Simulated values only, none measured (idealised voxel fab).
The process module presented herein is designated voxel capacitor over wiring.
Section shown: cut. Width: 300 nm. Cell size: 5 nm, square.
When this document writes out a cross-section, it uses a grid of square cells and lists it as bands, beginning at the top and moving down, with a band standing for one or more rows of cells.
Top height, bottom height, nm. Materials left to right, width each, nm. Single material + "full width" = fills band edge to edge. "empty" = empty.
Height is counted from the level 0, under which the received wafer is composed throughout of one material. The lowest of the bands is not closed at the bottom but continues downward, in the notation "0 -> down".
Width: "30 to 40" (first number = top row, second number = bottom row, same change from row to row of cells).
Reading "stayed the same" for a step: not a cell of the cross-section changed in it.
Entry "Sealed void inventory" = empty spaces >= 8 cells with no open way to the top; each as width x height at distance, distance from left edge, all nm.
What comes after the settings on a step's line is commentary from the simulator itself on that step.
Among the settings permitted on a step's line is "overlay nm"; applied to a step with a mask, it specifies the extent to which the mask lay to the right of its planned position, whereas a negative figure signifies a position to the left.
How should the pairs below be read? Each gives the cross-section before one process step and the cross-section after it, the latter drawn only to the lowest band that changed; the step that lies between them, with its settings, appears under the pair. Does a pair pick up where the pair above left off? Only where its entry headed "Pre-step" says so, since pairs can come from different runs of this module on the same starting wafer.

### Pre-step
  0 -> down: Si full width
  Sealed void inventory: none

### Step Outcome
  15 -> 0: SiO2 full width
  Below 0 it's all the same as before, nothing changed down there.
  Sealed void inventory: none
Going from one cross-section above to the next, the wafer undergoes CONFORMAL_DEP [material SiO2] [thk nm 15]

Pre-step: as in the pair right above, post-step view.

### Step Outcome
  20 -> 15: TiN full width
  Below 15 it's all the same as before, nothing changed down there.
  Sealed void inventory: none
Going from one cross-section above to the next, the wafer undergoes DIRECTIONAL_DEP [material TiN] [thk nm 5]

Pre-step: as in the pair right above, post-step view.

### Step Outcome
  40 -> 20: Ru full width
  Below 20 it's all the same as before, nothing changed down there.
  Sealed void inventory: none
Going from one cross-section above to the next, the wafer undergoes DIRECTIONAL_DEP [material Ru] [thk nm 20]

Pre-step: as in the pair right above, post-step view.

### Step Outcome
  60 -> 40: 100 nm empty  20 nm resist  55 nm empty  20 nm resist  105 nm empty
  Below 40 it's all the same as before, nothing changed down there.
  Sealed void inventory: none
Going from one cross-section above to the next, the wafer undergoes PATTERN [tone cover] [mask id METAL_1] [material resist] [width nm 20] [pitch nm 75] [thk nm 20] [overlay nm 0]

Pre-step: as in the pair right above, post-step view.

### Step Outcome
  60 -> 40: 100 nm empty  20 nm resist  55 nm empty  20 nm resist  105 nm empty
  40 -> 20: 100 nm empty  20 nm Ru  55 nm empty  20 nm Ru  105 nm empty
  Below 20 it's all the same as before, nothing changed down there.
  Sealed void inventory: none
Going from one cross-section above to the next, the wafer undergoes DIRECTIONAL_ETCH [etch materials Ru] [depth nm 20]

Pre-step: as in the pair right above, post-step view.

### Step Outcome
  60 -> 40: 100 nm empty  20 nm resist  55 nm empty  20 nm resist  105 nm empty
  40 -> 20: 100 nm empty  20 nm Ru  55 nm empty  20 nm Ru  105 nm empty
  20 -> 15: 100 nm empty  20 nm TiN  55 nm empty  20 nm TiN  105 nm empty
  Below 15 it's all the same as before, nothing changed down there.
  Sealed void inventory: none
Going from one cross-section above to the next, the wafer undergoes DIRECTIONAL_ETCH [etch materials TiN] [depth nm 5]

Pre-step: as in the pair right above, post-step view.

### Step Outcome
  40 -> 20: 100 nm empty  20 nm Ru  55 nm empty  20 nm Ru  105 nm empty
  Below 20 it's all the same as before, nothing changed down there.
  Sealed void inventory: none
Going from one cross-section above to the next, the wafer undergoes STRIP [etch materials resist]

Pre-step: as in the pair right above, post-step view.

### Step Outcome
  45 -> 40: SiO2 full width
  40 -> 20: 100 nm SiO2  20 nm Ru  55 nm SiO2  20 nm Ru  105 nm SiO2
  20 -> 15: 100 nm SiO2  20 nm TiN  55 nm SiO2  20 nm TiN  105 nm SiO2
  Below 15 it's all the same as before, nothing changed down there.
  Sealed void inventory: none
Going from one cross-section above to the next, the wafer undergoes FILL_DEP [material SiO2] [thk nm 5]

Pre-step: as in the pair right above, post-step view.

### Step Outcome
  40 -> 20: 100 nm SiO2  20 nm Ru  55 nm SiO2  20 nm Ru  105 nm SiO2
  Below 20 it's all the same as before, nothing changed down there.
  Sealed void inventory: none
Going from one cross-section above to the next, the wafer undergoes CMP [height nm 40]

Pre-step: as in the pair right above, post-step view.

### Step Outcome
  45 -> 40: SiCN full width
  Below 40 it's all the same as before, nothing changed down there.
  Sealed void inventory: none
Going from one cross-section above to the next, the wafer undergoes CONFORMAL_DEP [material SiCN] [thk nm 5]

Pre-step: as in the pair right above, post-step view.

### Step Outcome
  65 -> 45: lowk full width
  Below 45 it's all the same as before, nothing changed down there.
  Sealed void inventory: none
Going from one cross-section above to the next, the wafer undergoes DIRECTIONAL_DEP [material lowk] [thk nm 20]

Pre-step: as in the pair right above, post-step view.

### Step Outcome
  65 -> 45: 105 nm lowk  15 nm empty  180 nm lowk
  Below 45 it's all the same as before, nothing changed down there.
  Sealed void inventory: none
Going from one cross-section above to the next, the wafer undergoes MASKED_ETCH [tone open] [mask id PLUG_1] [width nm 15] [etch materials lowk] [depth nm 20] [overlay nm 0]

Pre-step: as in the pair right above, post-step view.

### Step Outcome
  65 -> 45: 105 nm lowk  15 nm empty  180 nm lowk
  45 -> 40: 105 nm SiCN  15 nm empty  180 nm SiCN
  Below 40 it's all the same as before, nothing changed down there.
  Sealed void inventory: none
Going from one cross-section above to the next, the wafer undergoes MASKED_ETCH [tone open] [mask id PLUG_1] [width nm 15] [etch materials SiCN] [depth nm 5] [overlay nm 0]

Pre-step: as in the pair right above, post-step view.

### Step Outcome
  65 -> 50: 105 nm lowk  15 nm empty  180 nm lowk
  50 -> 45: 105 nm lowk  15 nm Ru  180 nm lowk
  45 -> 40: 105 nm SiCN  15 nm Ru  180 nm SiCN
  Below 40 it's all the same as before, nothing changed down there.
  Sealed void inventory: none
Going from one cross-section above to the next, the wafer undergoes EPI [material Ru] [thk nm 10]

Pre-step: as in the pair right above, post-step view.

### Step Outcome
  65 -> 60: 105 nm lowk  15 nm empty  180 nm lowk
  60 -> 45: 105 nm lowk  15 nm Ru  180 nm lowk
  Below 45 it's all the same as before, nothing changed down there.
  Sealed void inventory: none
Going from one cross-section above to the next, the wafer undergoes EPI [material Ru] [thk nm 10]

Pre-step: as in the pair right above, post-step view.

### Step Outcome
  65 -> 45: 105 nm lowk  15 nm Ru  180 nm lowk
  Below 45 it's all the same as before, nothing changed down there.
  Sealed void inventory: none
Going from one cross-section above to the next, the wafer undergoes EPI [material Ru] [thk nm 5]

Pre-step: as in the pair right above, post-step view.

### Step Outcome
  70 -> 65: TiN full width
  Below 65 it's all the same as before, nothing changed down there.
  Sealed void inventory: none
Going from one cross-section above to the next, the wafer undergoes DIRECTIONAL_DEP [material TiN] [thk nm 5]

Pre-step: as in the pair right above, post-step view.

### Step Outcome
  75 -> 70: SiN full width
  Below 70 it's all the same as before, nothing changed down there.
  Sealed void inventory: none
Going from one cross-section above to the next, the wafer undergoes DIRECTIONAL_DEP [material SiN] [thk nm 5]

Pre-step: as in the pair right above, post-step view.

### Step Outcome
  85 -> 75: TiN full width
  Below 75 it's all the same as before, nothing changed down there.
  Sealed void inventory: none
Going from one cross-section above to the next, the wafer undergoes DIRECTIONAL_DEP [material TiN] [thk nm 10]

Pre-step: as in the pair right above, post-step view.

### Step Outcome
  105 -> 85: 105 nm empty  60 nm resist  135 nm empty
  Below 85 it's all the same as before, nothing changed down there.
  Sealed void inventory: none
Going from one cross-section above to the next, the wafer undergoes PATTERN [tone cover] [mask id UPPER_PLATE] [material resist] [width nm 60] [thk nm 20] [overlay nm 0]

Pre-step: as in the pair right above, post-step view.

### Step Outcome
  105 -> 85: 105 nm empty  60 nm resist  135 nm empty
  85 -> 75: 105 nm empty  60 nm TiN  135 nm empty
  Below 75 it's all the same as before, nothing changed down there.
  Sealed void inventory: none
Going from one cross-section above to the next, the wafer undergoes DIRECTIONAL_ETCH [etch materials TiN] [depth nm 10]

Pre-step: as in the pair right above, post-step view.

### Step Outcome
  105 -> 85: 105 nm empty  60 nm resist  135 nm empty
  85 -> 75: 105 nm empty  60 nm TiN  135 nm empty
  75 -> 70: 105 nm empty  60 nm SiN  135 nm empty
  Below 70 it's all the same as before, nothing changed down there.
  Sealed void inventory: none
Going from one cross-section above to the next, the wafer undergoes DIRECTIONAL_ETCH [etch materials SiN] [depth nm 5]

Pre-step: as in the pair right above, post-step view.

### Step Outcome
  85 -> 75: 105 nm empty  60 nm TiN  135 nm empty
  Below 75 it's all the same as before, nothing changed down there.
  Sealed void inventory: none
Going from one cross-section above to the next, the wafer undergoes STRIP [etch materials resist]

Pre-step: as in the pair right above, post-step view.

### Step Outcome
  85 -> 75: 105 nm empty  60 nm TiN  135 nm empty
  75 -> 70: 105 nm empty  60 nm SiN  135 nm empty
  70 -> 65: 100 nm empty  70 nm TiN  130 nm empty
  Below 65 it's all the same as before, nothing changed down there.
  Sealed void inventory: none
Going from one cross-section above to the next, the wafer undergoes MASKED_ETCH [tone cover] [mask id LOWER_PLATE] [width nm 70] [etch materials TiN] [depth nm 5] [overlay nm 0]

Pre-step: as in the pair right above, post-step view.

### Step Outcome
  100 -> 85: SiO2 full width
  85 -> 75: 105 nm SiO2  60 nm TiN  135 nm SiO2
  75 -> 70: 105 nm SiO2  60 nm SiN  135 nm SiO2
  70 -> 65: 100 nm SiO2  70 nm TiN  130 nm SiO2
  Below 65 it's all the same as before, nothing changed down there.
  Sealed void inventory: none
Going from one cross-section above to the next, the wafer undergoes FILL_DEP [material SiO2] [thk nm 15]

Pre-step: as in the pair right above, post-step view.

### Step Outcome
  95 -> 85: SiO2 full width
  Below 85 it's all the same as before, nothing changed down there.
  Sealed void inventory: none
Going from one cross-section above to the next, the wafer undergoes CMP [height nm 95]

Pre-step: as in the pair right above, post-step view.

### Step Outcome
  110 -> 95: 115 nm resist  15 nm empty  170 nm resist
  Below 95 it's all the same as before, nothing changed down there.
  Sealed void inventory: none
Going from one cross-section above to the next, the wafer undergoes PATTERN [tone open] [mask id PLUG_2] [material resist] [width nm 15] [thk nm 15] [overlay nm 0]

Pre-step: as in the pair right above, post-step view.

### Step Outcome
  110 -> 95: 115 nm resist  15 nm empty  170 nm resist
  95 -> 85: 115 nm SiO2  15 nm empty  170 nm SiO2
  Below 85 it's all the same as before, nothing changed down there.
  Sealed void inventory: none
Going from one cross-section above to the next, the wafer undergoes DIRECTIONAL_ETCH [etch materials SiO2] [depth nm 10]

Pre-step: as in the pair right above, post-step view.

### Step Outcome
  95 -> 85: 115 nm SiO2  15 nm empty  170 nm SiO2
  Below 85 it's all the same as before, nothing changed down there.
  Sealed void inventory: none
Going from one cross-section above to the next, the wafer undergoes STRIP [etch materials resist]

Pre-step: as in the pair right above, post-step view.

### Step Outcome
  100 -> 95: 120 nm TiN  5 nm empty  175 nm TiN
  95 -> 90: 115 nm SiO2  5 nm TiN  5 nm empty  5 nm TiN  170 nm SiO2
  90 -> 85: 115 nm SiO2  15 nm TiN  170 nm SiO2
  Below 85 it's all the same as before, nothing changed down there.
  Sealed void inventory: none
Going from one cross-section above to the next, the wafer undergoes CONFORMAL_DEP [material TiN] [thk nm 5]

Pre-step: as in the pair right above, post-step view.

### Step Outcome
  110 -> 100: W full width
  100 -> 95: 120 nm TiN  5 nm W  175 nm TiN
  95 -> 90: 115 nm SiO2  5 nm TiN  5 nm W  5 nm TiN  170 nm SiO2
  Below 90 it's all the same as before, nothing changed down there.
  Sealed void inventory: none
Going from one cross-section above to the next, the wafer undergoes FILL_DEP [material W] [thk nm 10]

Pre-step: as in the pair right above, post-step view.

### Step Outcome
  95 -> 90: 115 nm SiO2  5 nm TiN  5 nm W  5 nm TiN  170 nm SiO2
  Below 90 it's all the same as before, nothing changed down there.
  Sealed void inventory: none
Going from one cross-section above to the next, the wafer undergoes CMP [height nm 95]

Pre-step: as in the pair right above, post-step view.

### Step Outcome
  100 -> 95: SiCN full width
  Below 95 it's all the same as before, nothing changed down there.
  Sealed void inventory: none
Going from one cross-section above to the next, the wafer undergoes CONFORMAL_DEP [material SiCN] [thk nm 5]

### Pre-step
  65 -> 45: 105 nm lowk  15 nm Ru  180 nm lowk
  45 -> 40: 105 nm SiCN  15 nm Ru  180 nm SiCN
  40 -> 20: 100 nm SiO2  20 nm Ru  55 nm SiO2  20 nm Ru  105 nm SiO2
  20 -> 15: 100 nm SiO2  20 nm TiN  55 nm SiO2  20 nm TiN  105 nm SiO2
  15 -> 0: SiO2 full width
  0 -> down: Si full width
  Sealed void inventory: none

### Step Outcome
  70 -> 65: SiN full width
  Below 65 it's all the same as before, nothing changed down there.
  Sealed void inventory: none
Going from one cross-section above to the next, the wafer undergoes DIRECTIONAL_DEP [material SiN] [thk nm 5]

Pre-step: as in the pair right above, post-step view.

### Step Outcome
  80 -> 70: TiN full width
  Below 70 it's all the same as before, nothing changed down there.
  Sealed void inventory: none
Going from one cross-section above to the next, the wafer undergoes DIRECTIONAL_DEP [material TiN] [thk nm 10]

Pre-step: as in the pair right above, post-step view.

### Step Outcome
  100 -> 80: 105 nm empty  60 nm resist  135 nm empty
  Below 80 it's all the same as before, nothing changed down there.
  Sealed void inventory: none
Going from one cross-section above to the next, the wafer undergoes PATTERN [tone cover] [mask id UPPER_PLATE] [material resist] [width nm 60] [thk nm 20] [overlay nm 0]

Pre-step: as in the pair right above, post-step view.

### Step Outcome
  100 -> 80: 105 nm empty  60 nm resist  135 nm empty
  80 -> 70: 105 nm empty  60 nm TiN  135 nm empty
  Below 70 it's all the same as before, nothing changed down there.
  Sealed void inventory: none
Going from one cross-section above to the next, the wafer undergoes DIRECTIONAL_ETCH [etch materials TiN] [depth nm 10]

Pre-step: as in the pair right above, post-step view.

### Step Outcome
  100 -> 80: 105 nm empty  60 nm resist  135 nm empty
  80 -> 70: 105 nm empty  60 nm TiN  135 nm empty
  70 -> 65: 105 nm empty  60 nm SiN  135 nm empty
  Below 65 it's all the same as before, nothing changed down there.
  Sealed void inventory: none
Going from one cross-section above to the next, the wafer undergoes DIRECTIONAL_ETCH [etch materials SiN] [depth nm 5]

Pre-step: as in the pair right above, post-step view.

### Step Outcome
  80 -> 70: 105 nm empty  60 nm TiN  135 nm empty
  Below 70 it's all the same as before, nothing changed down there.
  Sealed void inventory: none
Going from one cross-section above to the next, the wafer undergoes STRIP [etch materials resist]

Pre-step: as in the pair right above, post-step view.

### Step Outcome
  95 -> 80: SiO2 full width
  80 -> 70: 105 nm SiO2  60 nm TiN  135 nm SiO2
  70 -> 65: 105 nm SiO2  60 nm SiN  135 nm SiO2
  Below 65 it's all the same as before, nothing changed down there.
  Sealed void inventory: none
Going from one cross-section above to the next, the wafer undergoes FILL_DEP [material SiO2] [thk nm 15]

Pre-step: as in the pair right above, post-step view.

### Step Outcome
  110 -> 95: 115 nm resist  15 nm empty  170 nm resist
  Below 95 it's all the same as before, nothing changed down there.
  Sealed void inventory: none
Going from one cross-section above to the next, the wafer undergoes PATTERN [tone open] [mask id PLUG_2] [material resist] [width nm 15] [thk nm 15] [overlay nm 0]

Pre-step: as in the pair right above, post-step view.

### Step Outcome
  110 -> 95: 115 nm resist  15 nm empty  170 nm resist
  95 -> 85: 115 nm SiO2  15 nm empty  170 nm SiO2
  Below 85 it's all the same as before, nothing changed down there.
  Sealed void inventory: none
Going from one cross-section above to the next, the wafer undergoes DIRECTIONAL_ETCH [etch materials SiO2] [depth nm 10]

Pre-step: as in the pair right above, post-step view.

### Step Outcome
  95 -> 85: 115 nm SiO2  15 nm empty  170 nm SiO2
  Below 85 it's all the same as before, nothing changed down there.
  Sealed void inventory: none
Going from one cross-section above to the next, the wafer undergoes STRIP [etch materials resist]

Pre-step: as in the pair right above, post-step view.

### Step Outcome
  100 -> 95: 120 nm TiN  5 nm empty  175 nm TiN
  95 -> 90: 115 nm SiO2  5 nm TiN  5 nm empty  5 nm TiN  170 nm SiO2
  90 -> 85: 115 nm SiO2  15 nm TiN  170 nm SiO2
  Below 85 it's all the same as before, nothing changed down there.
  Sealed void inventory: none
Going from one cross-section above to the next, the wafer undergoes CONFORMAL_DEP [material TiN] [thk nm 5]

Pre-step: as in the pair right above, post-step view.

### Step Outcome
  110 -> 100: W full width
  100 -> 95: 120 nm TiN  5 nm W  175 nm TiN
  95 -> 90: 115 nm SiO2  5 nm TiN  5 nm W  5 nm TiN  170 nm SiO2
  Below 90 it's all the same as before, nothing changed down there.
  Sealed void inventory: none
Going from one cross-section above to the next, the wafer undergoes FILL_DEP [material W] [thk nm 10]

Pre-step: as in the pair right above, post-step view.

### Step Outcome
  95 -> 90: 115 nm SiO2  5 nm TiN  5 nm W  5 nm TiN  170 nm SiO2
  Below 90 it's all the same as before, nothing changed down there.
  Sealed void inventory: none
Going from one cross-section above to the next, the wafer undergoes CMP [height nm 95]

Pre-step: as in the pair right above, post-step view.

### Step Outcome
  100 -> 95: SiCN full width
  Below 95 it's all the same as before, nothing changed down there.
  Sealed void inventory: none
Going from one cross-section above to the next, the wafer undergoes CONFORMAL_DEP [material SiCN] [thk nm 5]

### Pre-step
  65 -> 45: lowk full width
  45 -> 40: SiCN full width
  40 -> 20: 100 nm SiO2  20 nm Ru  55 nm SiO2  20 nm Ru  105 nm SiO2
  20 -> 15: 100 nm SiO2  20 nm TiN  55 nm SiO2  20 nm TiN  105 nm SiO2
  15 -> 0: SiO2 full width
  0 -> down: Si full width
  Sealed void inventory: none

### Step Outcome
  85 -> 45: lowk full width
  Below 45 it's all the same as before, nothing changed down there.
  Sealed void inventory: none
Going from one cross-section above to the next, the wafer undergoes DIRECTIONAL_DEP [material lowk] [thk nm 20]

Pre-step: as in the pair right above, post-step view.

### Step Outcome
  85 -> 65: 105 nm lowk  15 nm empty  180 nm lowk
  Below 65 it's all the same as before, nothing changed down there.
  Sealed void inventory: none
Going from one cross-section above to the next, the wafer undergoes MASKED_ETCH [tone open] [mask id PLUG_1] [width nm 15] [etch materials lowk] [depth nm 20] [overlay nm 0]

Pre-step: as in the pair right above, post-step view.

### Step Outcome
  90 -> 85: 105 nm TiN  15 nm empty  180 nm TiN
  85 -> 70: 105 nm lowk  15 nm empty  180 nm lowk
  70 -> 65: 105 nm lowk  15 nm TiN  180 nm lowk
  Below 65 it's all the same as before, nothing changed down there.
  Sealed void inventory: none
Going from one cross-section above to the next, the wafer undergoes DIRECTIONAL_DEP [material TiN] [thk nm 5]

Pre-step: as in the pair right above, post-step view.

### Step Outcome
  95 -> 90: 105 nm SiN  15 nm empty  180 nm SiN
  90 -> 85: 105 nm TiN  15 nm empty  180 nm TiN
  85 -> 75: 105 nm lowk  15 nm empty  180 nm lowk
  75 -> 70: 105 nm lowk  15 nm SiN  180 nm lowk
  Below 70 it's all the same as before, nothing changed down there.
  Sealed void inventory: none
Going from one cross-section above to the next, the wafer undergoes DIRECTIONAL_DEP [material SiN] [thk nm 5]

Pre-step: as in the pair right above, post-step view.

### Step Outcome
  105 -> 95: 105 nm TiN  15 nm empty  180 nm TiN
  95 -> 90: 105 nm SiN  15 nm empty  180 nm SiN
  90 -> 85: 105 nm TiN  15 nm empty  180 nm TiN
  85 -> 75: 105 nm lowk  15 nm TiN  180 nm lowk
  Below 75 it's all the same as before, nothing changed down there.
  Sealed void inventory: none
Going from one cross-section above to the next, the wafer undergoes DIRECTIONAL_DEP [material TiN] [thk nm 10]

Pre-step: as in the pair right above, post-step view.

### Step Outcome
  125 -> 105: 105 nm empty  60 nm resist  135 nm empty
  105 -> 95: 105 nm TiN  15 nm resist  180 nm TiN
  95 -> 90: 105 nm SiN  15 nm resist  180 nm SiN
  90 -> 85: 105 nm TiN  15 nm resist  180 nm TiN
  Below 85 it's all the same as before, nothing changed down there.
  Sealed void inventory: none
Going from one cross-section above to the next, the wafer undergoes PATTERN [tone cover] [mask id UPPER_PLATE] [material resist] [width nm 60] [thk nm 20] [overlay nm 0]

Pre-step: as in the pair right above, post-step view.

### Step Outcome
  125 -> 105: 105 nm empty  60 nm resist  135 nm empty
  105 -> 95: 105 nm empty  15 nm resist  45 nm TiN  135 nm empty
  Below 95 it's all the same as before, nothing changed down there.
  Sealed void inventory: none
Going from one cross-section above to the next, the wafer undergoes DIRECTIONAL_ETCH [etch materials TiN] [depth nm 10]

Pre-step: as in the pair right above, post-step view.

### Step Outcome
  125 -> 105: 105 nm empty  60 nm resist  135 nm empty
  105 -> 95: 105 nm empty  15 nm resist  45 nm TiN  135 nm empty
  95 -> 90: 105 nm empty  15 nm resist  45 nm SiN  135 nm empty
  Below 90 it's all the same as before, nothing changed down there.
  Sealed void inventory: none
Going from one cross-section above to the next, the wafer undergoes DIRECTIONAL_ETCH [etch materials SiN] [depth nm 5]

Pre-step: as in the pair right above, post-step view.

### Step Outcome
  105 -> 95: 120 nm empty  45 nm TiN  135 nm empty
  95 -> 90: 120 nm empty  45 nm SiN  135 nm empty
  90 -> 85: 105 nm TiN  15 nm empty  180 nm TiN
  Below 85 it's all the same as before, nothing changed down there.
  Sealed void inventory: none
Going from one cross-section above to the next, the wafer undergoes STRIP [etch materials resist]

Pre-step: as in the pair right above, post-step view.

### Step Outcome
  105 -> 95: 120 nm empty  45 nm TiN  135 nm empty
  95 -> 90: 120 nm empty  45 nm SiN  135 nm empty
  90 -> 85: 100 nm empty  5 nm TiN  15 nm empty  50 nm TiN  130 nm empty
  Below 85 it's all the same as before, nothing changed down there.
  Sealed void inventory: none
Going from one cross-section above to the next, the wafer undergoes MASKED_ETCH [tone cover] [mask id LOWER_PLATE] [width nm 70] [etch materials TiN] [depth nm 5] [overlay nm 0]

Pre-step: as in the pair right above, post-step view.

### Step Outcome
  120 -> 105: SiO2 full width
  105 -> 95: 120 nm SiO2  45 nm TiN  135 nm SiO2
  95 -> 90: 120 nm SiO2  45 nm SiN  135 nm SiO2
  90 -> 85: 100 nm SiO2  5 nm TiN  15 nm SiO2  50 nm TiN  130 nm SiO2
  Below 85 it's all the same as before, nothing changed down there.
  Sealed void inventory: none
Going from one cross-section above to the next, the wafer undergoes FILL_DEP [material SiO2] [thk nm 15]

Pre-step: as in the pair right above, post-step view.

### Step Outcome
  95 -> 90: 120 nm SiO2  45 nm SiN  135 nm SiO2
  Below 90 it's all the same as before, nothing changed down there.
  Sealed void inventory: none
Going from one cross-section above to the next, the wafer undergoes CMP [height nm 95]

Pre-step: as in the pair right above, post-step view.

### Step Outcome
  110 -> 95: 115 nm resist  15 nm empty  170 nm resist
  Below 95 it's all the same as before, nothing changed down there.
  Sealed void inventory: none
Going from one cross-section above to the next, the wafer undergoes PATTERN [tone open] [mask id PLUG_2] [material resist] [width nm 15] [thk nm 15] [overlay nm 0]

Pre-step: as in the pair right above, post-step view.

### Step Outcome
  110 -> 95: 115 nm resist  15 nm empty  170 nm resist
  95 -> 90: 115 nm SiO2  5 nm empty  45 nm SiN  135 nm SiO2
  90 -> 85: 100 nm SiO2  5 nm TiN  10 nm SiO2  5 nm empty  50 nm TiN  130 nm SiO2
  Below 85 it's all the same as before, nothing changed down there.
  Sealed void inventory: none
Going from one cross-section above to the next, the wafer undergoes DIRECTIONAL_ETCH [etch materials SiO2] [depth nm 10]

Pre-step: as in the pair right above, post-step view.

### Step Outcome
  95 -> 90: 115 nm SiO2  5 nm empty  45 nm SiN  135 nm SiO2
  Below 90 it's all the same as before, nothing changed down there.
  Sealed void inventory: none
Going from one cross-section above to the next, the wafer undergoes STRIP [etch materials resist]

Pre-step: as in the pair right above, post-step view.

### Step Outcome
  100 -> 95: TiN full width
  95 -> 90: 115 nm SiO2  5 nm TiN  45 nm SiN  135 nm SiO2
  90 -> 85: 100 nm SiO2  5 nm TiN  10 nm SiO2  55 nm TiN  130 nm SiO2
  Below 85 it's all the same as before, nothing changed down there.
  Sealed void inventory: none
Going from one cross-section above to the next, the wafer undergoes CONFORMAL_DEP [material TiN] [thk nm 5]

Pre-step: as in the pair right above, post-step view.

### Step Outcome
  110 -> 100: W full width
  Below 100 it's all the same as before, nothing changed down there.
  Sealed void inventory: none
Going from one cross-section above to the next, the wafer undergoes FILL_DEP [material W] [thk nm 10]

Pre-step: as in the pair right above, post-step view.

### Step Outcome
  95 -> 90: 115 nm SiO2  5 nm TiN  45 nm SiN  135 nm SiO2
  Below 90 it's all the same as before, nothing changed down there.
  Sealed void inventory: none
Going from one cross-section above to the next, the wafer undergoes CMP [height nm 95]

Pre-step: as in the pair right above, post-step view.

### Step Outcome
  100 -> 95: SiCN full width
  Below 95 it's all the same as before, nothing changed down there.
  Sealed void inventory: none
Going from one cross-section above to the next, the wafer undergoes CONFORMAL_DEP [material SiCN] [thk nm 5]

### Pre-step
  70 -> 65: SiN full width
  65 -> 45: 105 nm lowk  15 nm Ru  180 nm lowk
  45 -> 40: 105 nm SiCN  15 nm Ru  180 nm SiCN
  40 -> 20: 100 nm SiO2  20 nm Ru  55 nm SiO2  20 nm Ru  105 nm SiO2
  20 -> 15: 100 nm SiO2  20 nm TiN  55 nm SiO2  20 nm TiN  105 nm SiO2
  15 -> 0: SiO2 full width
  0 -> down: Si full width
  Sealed void inventory: none

### Step Outcome
  75 -> 70: TiN full width
  Below 70 it's all the same as before, nothing changed down there.
  Sealed void inventory: none
Going from one cross-section above to the next, the wafer undergoes DIRECTIONAL_DEP [material TiN] [thk nm 5]

Pre-step: as in the pair right above, post-step view.

### Step Outcome
  85 -> 70: TiN full width
  Below 70 it's all the same as before, nothing changed down there.
  Sealed void inventory: none
Going from one cross-section above to the next, the wafer undergoes DIRECTIONAL_DEP [material TiN] [thk nm 10]

Pre-step: as in the pair right above, post-step view.

### Step Outcome
  105 -> 85: 105 nm empty  60 nm resist  135 nm empty
  Below 85 it's all the same as before, nothing changed down there.
  Sealed void inventory: none
Going from one cross-section above to the next, the wafer undergoes PATTERN [tone cover] [mask id UPPER_PLATE] [material resist] [width nm 60] [thk nm 20] [overlay nm 0]

Pre-step: as in the pair right above, post-step view.

### Step Outcome
  105 -> 85: 105 nm empty  60 nm resist  135 nm empty
  85 -> 75: 105 nm empty  60 nm TiN  135 nm empty
  Below 75 it's all the same as before, nothing changed down there.
  Sealed void inventory: none
Going from one cross-section above to the next, the wafer undergoes DIRECTIONAL_ETCH [etch materials TiN] [depth nm 10]

Pre-step: as in the pair right above, post-step view.

### Step Outcome
  85 -> 75: 105 nm empty  60 nm TiN  135 nm empty
  Below 75 it's all the same as before, nothing changed down there.
  Sealed void inventory: none
Going from one cross-section above to the next, the wafer undergoes STRIP [etch materials resist]

Pre-step: as in the pair right above, post-step view.

### Step Outcome
  85 -> 75: 105 nm empty  60 nm TiN  135 nm empty
  75 -> 70: 100 nm empty  70 nm TiN  130 nm empty
  Below 70 it's all the same as before, nothing changed down there.
  Sealed void inventory: none
Going from one cross-section above to the next, the wafer undergoes MASKED_ETCH [tone cover] [mask id LOWER_PLATE] [width nm 70] [etch materials TiN] [depth nm 5] [overlay nm 0]

Pre-step: as in the pair right above, post-step view.

### Step Outcome
  100 -> 85: SiO2 full width
  85 -> 75: 105 nm SiO2  60 nm TiN  135 nm SiO2
  75 -> 70: 100 nm SiO2  70 nm TiN  130 nm SiO2
  Below 70 it's all the same as before, nothing changed down there.
  Sealed void inventory: none
Going from one cross-section above to the next, the wafer undergoes FILL_DEP [material SiO2] [thk nm 15]

Pre-step: as in the pair right above, post-step view.

### Step Outcome
  95 -> 85: SiO2 full width
  Below 85 it's all the same as before, nothing changed down there.
  Sealed void inventory: none
Going from one cross-section above to the next, the wafer undergoes CMP [height nm 95]

Pre-step: as in the pair right above, post-step view.

### Step Outcome
  110 -> 95: 115 nm resist  15 nm empty  170 nm resist
  Below 95 it's all the same as before, nothing changed down there.
  Sealed void inventory: none
Going from one cross-section above to the next, the wafer undergoes PATTERN [tone open] [mask id PLUG_2] [material resist] [width nm 15] [thk nm 15] [overlay nm 0]

Pre-step: as in the pair right above, post-step view.

### Step Outcome
  110 -> 95: 115 nm resist  15 nm empty  170 nm resist
  95 -> 85: 115 nm SiO2  15 nm empty  170 nm SiO2
  Below 85 it's all the same as before, nothing changed down there.
  Sealed void inventory: none
Going from one cross-section above to the next, the wafer undergoes DIRECTIONAL_ETCH [etch materials SiO2] [depth nm 10]

Pre-step: as in the pair right above, post-step view.

### Step Outcome
  95 -> 85: 115 nm SiO2  15 nm empty  170 nm SiO2
  Below 85 it's all the same as before, nothing changed down there.
  Sealed void inventory: none
Going from one cross-section above to the next, the wafer undergoes STRIP [etch materials resist]

Pre-step: as in the pair right above, post-step view.

### Step Outcome
  100 -> 95: 120 nm TiN  5 nm empty  175 nm TiN
  95 -> 90: 115 nm SiO2  5 nm TiN  5 nm empty  5 nm TiN  170 nm SiO2
  90 -> 85: 115 nm SiO2  15 nm TiN  170 nm SiO2
  Below 85 it's all the same as before, nothing changed down there.
  Sealed void inventory: none
Going from one cross-section above to the next, the wafer undergoes CONFORMAL_DEP [material TiN] [thk nm 5]

Pre-step: as in the pair right above, post-step view.

### Step Outcome
  110 -> 100: W full width
  100 -> 95: 120 nm TiN  5 nm W  175 nm TiN
  95 -> 90: 115 nm SiO2  5 nm TiN  5 nm W  5 nm TiN  170 nm SiO2
  Below 90 it's all the same as before, nothing changed down there.
  Sealed void inventory: none
Going from one cross-section above to the next, the wafer undergoes FILL_DEP [material W] [thk nm 10]

Pre-step: as in the pair right above, post-step view.

### Step Outcome
  95 -> 90: 115 nm SiO2  5 nm TiN  5 nm W  5 nm TiN  170 nm SiO2
  Below 90 it's all the same as before, nothing changed down there.
  Sealed void inventory: none
Going from one cross-section above to the next, the wafer undergoes CMP [height nm 95]

Pre-step: as in the pair right above, post-step view.

### Step Outcome
  100 -> 95: SiCN full width
  Below 95 it's all the same as before, nothing changed down there.
  Sealed void inventory: none
Going from one cross-section above to the next, the wafer undergoes CONFORMAL_DEP [material SiCN] [thk nm 5]
